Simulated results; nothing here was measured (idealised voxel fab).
Presented below is a process module, voxel lift off.
The cross-section shown here is cut; it is 265 nm wide and divided into square cells measuring 5 nm on a side.
The cross-sections in this document take the form of a grid made of square cells. They are written out as bands, in order from top to bottom. Each band consists of one or more rows of cells. The band entry comprises the height of the band's top followed by the height of its bottom, expressed in nm, and subsequently the band's materials from left to right, each stated together with its width in nm. Where a single material is marked with the word "everywhere", that material fills the band from edge to edge. The word "air" represents empty space. Below 0: as-received wafer, all one material; heights counted from there. Lowest band: no bottom, goes on down, written "z 0 and below". Think of "30..40" as a width that walks from the first number to the second as you go down the band, top row to bottom row, taking equal-sized steps from row to row. What does "nothing was modified" mean for a step? It means no cell of the cross-section changed in that step. The entry titled "Internal closed voids" provides the empty spaces that have no open way to the top, restricted to those of 8 cells or more. Each is presented as width x height at distance, the distance being measured from the left edge, with all three in nm. Anything after a step's settings on that line? It's the simulator's own note about the step. overlay nm: step with mask; distance mask lay right of planned place; negative value = left of planned place.

HERE'S WHAT THE PLANNED PROCESS STEPS LOOK LIKE
| 1 | RECEIVE | material Si |
| 2 | CONFORMAL_DEP | material SiO2 | thk nm 5 |
| 3 | PATTERN | tone open | mask id LINES | material resist | width nm 20 | pitch nm 50 | thk nm 30 | overlay nm 0 |
| 4 | DIRECTIONAL_DEP | material Ru | thk nm 15 |
| 5 | STRIP | etch materials resist |
| 6 | CONFORMAL_DEP | material SiO2 | thk nm 5 |

THIS IS THE CROSS-SECTION OF THE WAFER AS WE RECEIVED IT, I.E. AFTER STEP 1
- z 0 and below  Si everywhere
- Internal closed voids: none

THE CROSS-SECTION SHOWN CORRESPONDS TO THE WAFER AT THE CONCLUSION OF THE MODULE. THE INITIAL STRUCTURE AND THE PROCESS PLAN ARE THOSE PRESENTED ABOVE; HOWEVER, ONE MISTAKE OCCURRED IN EXECUTING THE PLAN
- z 25 to 20  80 nm air / 30 nm SiO2 / 20 nm air / 30 nm SiO2 / 105 nm air
- z 20 to 10  80 nm air / 5 nm SiO2 / 20 nm Ru / 5 nm SiO2 / 20 nm air / 5 nm SiO2 / 20 nm Ru / 5 nm SiO2 / 105 nm air
- z 10 to 5  85 nm SiO2 / 20 nm Ru / 30 nm SiO2 / 20 nm Ru / 110 nm SiO2
- z 5 to 0  SiO2 everywhere
- z 0 and below  Si everywhere
- Internal closed voids: none
The plan and the run diverged here: off-plan run, step 3, actual operation and settings PATTERN | tone open | mask id LINES | material resist | width nm 20 | pitch nm 50 | thk nm 30 | overlay nm -10
